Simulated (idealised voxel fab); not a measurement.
process module | voxel self aligned vias
cross-section cut | 290 nm wide | cells 5 nm
A cross-section is a grid of square cells, given in bands from the top down. A band is one or more rows of cells.
Each band's line starts with the height of the band's top and of its bottom, in nm. Then come its materials from left to right, each with its width in nm. One material with "throughout" fills the band from edge to edge. "air" is empty space.
Height 0 is the level under which the wafer as received is all one material. The lowest band goes on downwards, as in "0 down".
A width such as "30 to 40" changes by the same amount from each row of cells to the next, from the band's top row to its bottom row.
"no change" after a step means that no cell of the cross-section changed.
closed voids: empty space of 8 cells or more with no open way to the top, each as width x height at its distance from the left edge, in nm
after a step's settings: what the simulator itself notes on the step
overlay nm, on a step with a mask: how far to the right of its planned place the mask lay; to the left if negative
plan
1 op RECEIVE | material Si
2 op CONFORMAL_DEP | material SiO2 | thk nm 10
3 op CONFORMAL_DEP | material SiCN | thk nm 5
4 op DIRECTIONAL_DEP | material lowk | thk nm 30
5 op DIRECTIONAL_DEP | material aC | thk nm 10
6 op PATTERN | tone open | mask id LINES | material resist | width nm 30 | pitch nm 80 | thk nm 25 | overlay nm 0
7 op DIRECTIONAL_ETCH | etch materials aC | depth nm 10
8 op STRIP | etch materials resist
9 op DIRECTIONAL_ETCH | etch materials lowk | depth nm 30
10 op STRIP | etch materials aC
11 op CONFORMAL_DEP | material TiN | thk nm 5
12 op FILL_DEP | material Ru | thk nm 5
13 op CMP | height nm 45
14 op SELECTIVE_ETCH | etch materials W Ru TiN | depth nm 10
15 op FILL_DEP | material SiN | thk nm 5
16 op CMP | height nm 45
17 op DIRECTIONAL_DEP | material lowk | thk nm 15
18 op DIRECTIONAL_DEP | material aC | thk nm 15
19 op PATTERN | tone open | mask id VIAS | material resist | width nm 50 | pitch nm 80 | thk nm 35 | overlay nm 0
20 op DIRECTIONAL_ETCH | etch materials aC | depth nm 15
21 op STRIP | etch materials resist
22 op DIRECTIONAL_ETCH | etch materials lowk | depth nm 15
23 op DIRECTIONAL_ETCH | etch materials SiN | depth nm 10
24 op STRIP | etch materials aC
25 op CONFORMAL_DEP | material TiN | thk nm 5
26 op FILL_DEP | material Ru | thk nm 5
27 op CMP | height nm 60
28 op CONFORMAL_DEP | material SiCN | thk nm 5
first wafer, as planned
as received, after step 1
  0 down: Si throughout
  closed voids: none
after step 2
  10 to 0: SiO2 throughout
  below 0: unchanged
after step 3
  15 to 10: SiCN throughout
  below 10: unchanged
after step 4
  45 to 15: lowk throughout
  below 15: unchanged
after step 5
  55 to 45: aC throughout
  below 45: unchanged
after step 6
  80 to 55: resist 90 | air 30 | resist 50 | air 30 | resist 90
  below 55: unchanged
after step 7
  70 to 55: resist 90 | air 30 | resist 50 | air 30 | resist 90
  55 to 45: aC 90 | air 30 | aC 50 | air 30 | aC 90
  below 45: unchanged
after step 8
  55 to 45: aC 90 | air 30 | aC 50 | air 30 | aC 90
  below 45: unchanged
after step 9
  55 to 45: aC 90 | air 30 | aC 50 | air 30 | aC 90
  45 to 15: lowk 90 | air 30 | lowk 50 | air 30 | lowk 90
  below 15: unchanged
after step 10
  45 to 15: lowk 90 | air 30 | lowk 50 | air 30 | lowk 90
  below 15: unchanged
after step 11
  50 to 45: TiN 95 | air 20 | TiN 60 | air 20 | TiN 95
  45 to 20: lowk 90 | TiN 5 | air 20 | TiN 5 | lowk 50 | TiN 5 | air 20 | TiN 5 | lowk 90
  20 to 15: lowk 90 | TiN 30 | lowk 50 | TiN 30 | lowk 90
  below 15: unchanged
after step 12
  55 to 50: Ru throughout
  50 to 45: TiN 95 | Ru 20 | TiN 60 | Ru 20 | TiN 95
  45 to 20: lowk 90 | TiN 5 | Ru 20 | TiN 5 | lowk 50 | TiN 5 | Ru 20 | TiN 5 | lowk 90
  below 20: unchanged
after step 13
  45 to 20: lowk 90 | TiN 5 | Ru 20 | TiN 5 | lowk 50 | TiN 5 | Ru 20 | TiN 5 | lowk 90
  below 20: unchanged
after step 14
  45 to 35: lowk 90 | air 30 | lowk 50 | air 30 | lowk 90
  below 35: unchanged
after step 15
  50 to 45: SiN throughout
  45 to 35: lowk 90 | SiN 30 | lowk 50 | SiN 30 | lowk 90
  below 35: unchanged
after step 16
  45 to 35: lowk 90 | SiN 30 | lowk 50 | SiN 30 | lowk 90
  below 35: unchanged
after step 17
  60 to 45: lowk throughout
  below 45: unchanged
after step 18
  75 to 60: aC throughout
  below 60: unchanged
after step 19
  110 to 75: resist 80 | air 50 | resist 30 | air 50 | resist 80
  below 75: unchanged
after step 20
  95 to 75: resist 80 | air 50 | resist 30 | air 50 | resist 80
  75 to 60: aC 80 | air 50 | aC 30 | air 50 | aC 80
  below 60: unchanged
after step 21
  75 to 60: aC 80 | air 50 | aC 30 | air 50 | aC 80
  below 60: unchanged
after step 22
  75 to 60: aC 80 | air 50 | aC 30 | air 50 | aC 80
  60 to 45: lowk 80 | air 50 | lowk 30 | air 50 | lowk 80
  below 45: unchanged
after step 23
  75 to 60: aC 80 | air 50 | aC 30 | air 50 | aC 80
  60 to 45: lowk 80 | air 50 | lowk 30 | air 50 | lowk 80
  45 to 35: lowk 90 | air 30 | lowk 50 | air 30 | lowk 90
  below 35: unchanged
after step 24
  60 to 45: lowk 80 | air 50 | lowk 30 | air 50 | lowk 80
  below 45: unchanged
after step 25
  65 to 60: TiN 85 | air 40 | TiN 40 | air 40 | TiN 85
  60 to 50: lowk 80 | TiN 5 | air 40 | TiN 5 | lowk 30 | TiN 5 | air 40 | TiN 5 | lowk 80
  50 to 40: lowk 80 to 90 | TiN 15 to 5 | air 20 | TiN 15 to 5 | lowk 30 to 50 | TiN 15 to 5 | air 20 | TiN 15 to 5 | lowk 80 to 90
  40 to 35: lowk 90 | TiN 30 | lowk 50 | TiN 30 | lowk 90
  below 35: unchanged
after step 26
  70 to 65: Ru throughout
  65 to 60: TiN 85 | Ru 40 | TiN 40 | Ru 40 | TiN 85
  60 to 50: lowk 80 | TiN 5 | Ru 40 | TiN 5 | lowk 30 | TiN 5 | Ru 40 | TiN 5 | lowk 80
  50 to 40: lowk 80 to 90 | TiN 15 to 5 | Ru 20 | TiN 15 to 5 | lowk 30 to 50 | TiN 15 to 5 | Ru 20 | TiN 15 to 5 | lowk 80 to 90
  below 40: unchanged
after step 27
  60 to 50: lowk 80 | TiN 5 | Ru 40 | TiN 5 | lowk 30 | TiN 5 | Ru 40 | TiN 5 | lowk 80
  below 50: unchanged
after step 28
  65 to 60: SiCN throughout
  below 60: unchanged
second wafer: like start, like plan, one mistake. Through step 21 it matches the first wafer
when step 22 should have ended
  75 to 60: aC 80 | air 50 | aC 30 | air 50 | aC 80
  60 to 45: lowk 80 | air 50 | lowk 30 | air 50 | lowk 80
  45 to 35: lowk 80 | air 10 | SiN 30 | air 10 | lowk 30 | air 10 | SiN 30 | air 10 | lowk 80
  35 to 30: lowk 80 | air 10 | TiN 5 | Ru 20 | TiN 5 | air 10 | lowk 30 | air 10 | TiN 5 | Ru 20 | TiN 5 | air 10 | lowk 80
  below 30: unchanged
when step 23 should have ended
  75 to 60: aC 80 | air 50 | aC 30 | air 50 | aC 80
  60 to 35: lowk 80 | air 50 | lowk 30 | air 50 | lowk 80
  below 35: unchanged
when step 24 should have ended
  60 to 35: lowk 80 | air 50 | lowk 30 | air 50 | lowk 80
  below 35: unchanged
when step 25 should have ended
  65 to 60: TiN 85 | air 40 | TiN 40 | air 40 | TiN 85
  60 to 40: lowk 80 | TiN 5 | air 40 | TiN 5 | lowk 30 | TiN 5 | air 40 | TiN 5 | lowk 80
  40 to 35: lowk 80 | TiN 50 | lowk 30 | TiN 50 | lowk 80
  35 to 30: lowk 80 | TiN 15 | Ru 20 | TiN 15 | lowk 30 | TiN 15 | Ru 20 | TiN 15 | lowk 80
  below 30: unchanged
when step 26 should have ended
  70 to 65: Ru throughout
  65 to 60: TiN 85 | Ru 40 | TiN 40 | Ru 40 | TiN 85
  60 to 40: lowk 80 | TiN 5 | Ru 40 | TiN 5 | lowk 30 | TiN 5 | Ru 40 | TiN 5 | lowk 80
  below 40: unchanged
when step 27 should have ended
  60 to 40: lowk 80 | TiN 5 | Ru 40 | TiN 5 | lowk 30 | TiN 5 | Ru 40 | TiN 5 | lowk 80
  below 40: unchanged
when step 28 should have ended
  65 to 60: SiCN throughout
  below 60: unchanged
what went wrong: step 22 was run twice
at the end the second wafer has, in cells: 16 more of Ru | 8 more of TiN | 24 fewer of lowk
